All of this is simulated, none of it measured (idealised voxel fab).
process module | voxel ribs on slabs
cross-section cut | 280 nm wide | cells 5 nm
A cross-section is a grid of square cells, given in bands from the top down. A band is one or more rows of cells.
Each band's line starts with the height of the band's top and of its bottom, in nm. Then come its materials from left to right, each with its width in nm. One material with "throughout" fills the band from edge to edge. "air" is empty space.
Height 0 is the level under which the wafer as received is all one material. The lowest band goes on downwards, as in "0 down".
A width such as "30 to 40" changes by the same amount from each row of cells to the next, from the band's top row to its bottom row.
"no change" after a step means that no cell of the cross-section changed.
closed voids: empty space of 8 cells or more with no open way to the top, each as width x height at its distance from the left edge, in nm
after a step's settings: what the simulator itself notes on the step
overlay nm, on a step with a mask: how far to the right of its planned place the mask lay; to the left if negative
plan
1 op RECEIVE | material Si
2 op DIRECTIONAL_DEP | material SiO2 | thk nm 30
3 op DIRECTIONAL_DEP | material polySi | thk nm 20
4 op DIRECTIONAL_DEP | material aC | thk nm 15
5 op PATTERN | tone cover | mask id RIB | material resist | width nm 30 | thk nm 30 | overlay nm 0
6 op DIRECTIONAL_ETCH | etch materials aC | depth nm 15
7 op STRIP | etch materials resist
8 op DIRECTIONAL_ETCH | etch materials polySi | depth nm 15
9 op STRIP | etch materials aC
10 op DIRECTIONAL_DEP | material aC | thk nm 15
11 op PATTERN | tone cover | mask id SLAB | material resist | width nm 70 | thk nm 30 | overlay nm 0
12 op DIRECTIONAL_ETCH | etch materials aC | depth nm 15
13 op STRIP | etch materials resist
14 op DIRECTIONAL_ETCH | etch materials polySi | depth nm 5
15 op STRIP | etch materials aC
16 op FILL_DEP | material SiO2 | thk nm 30
17 op CMP | height nm 70
18 op DIRECTIONAL_DEP | material TiN | thk nm 10
19 op DIRECTIONAL_DEP | material aC | thk nm 15
20 op PATTERN | tone cover | mask id HEATER | material resist | width nm 40 | thk nm 35 | overlay nm 0
21 op DIRECTIONAL_ETCH | etch materials aC | depth nm 15
22 op STRIP | etch materials resist
23 op DIRECTIONAL_ETCH | etch materials TiN | depth nm 10
24 op STRIP | etch materials aC
25 op CONFORMAL_DEP | material SiO2 | thk nm 5
as received, after step 1
  0 down: Si throughout
  closed voids: none
a wafer at the end: this start, this plan, one mistake
  85 to 80: air 115 | SiO2 50 | air 115
  80 to 75: air 115 | SiO2 5 | TiN 40 | SiO2 5 | air 115
  75 to 70: SiO2 120 | TiN 40 | SiO2 120
  70 to 40: SiO2 throughout
  40 to 30: SiO2 125 | polySi 30 | SiO2 125
  30 to 0: SiO2 throughout
  0 down: Si throughout
  closed voids: none
what went wrong: step 3 ran as: op DIRECTIONAL_DEP | material polySi | thk nm 10
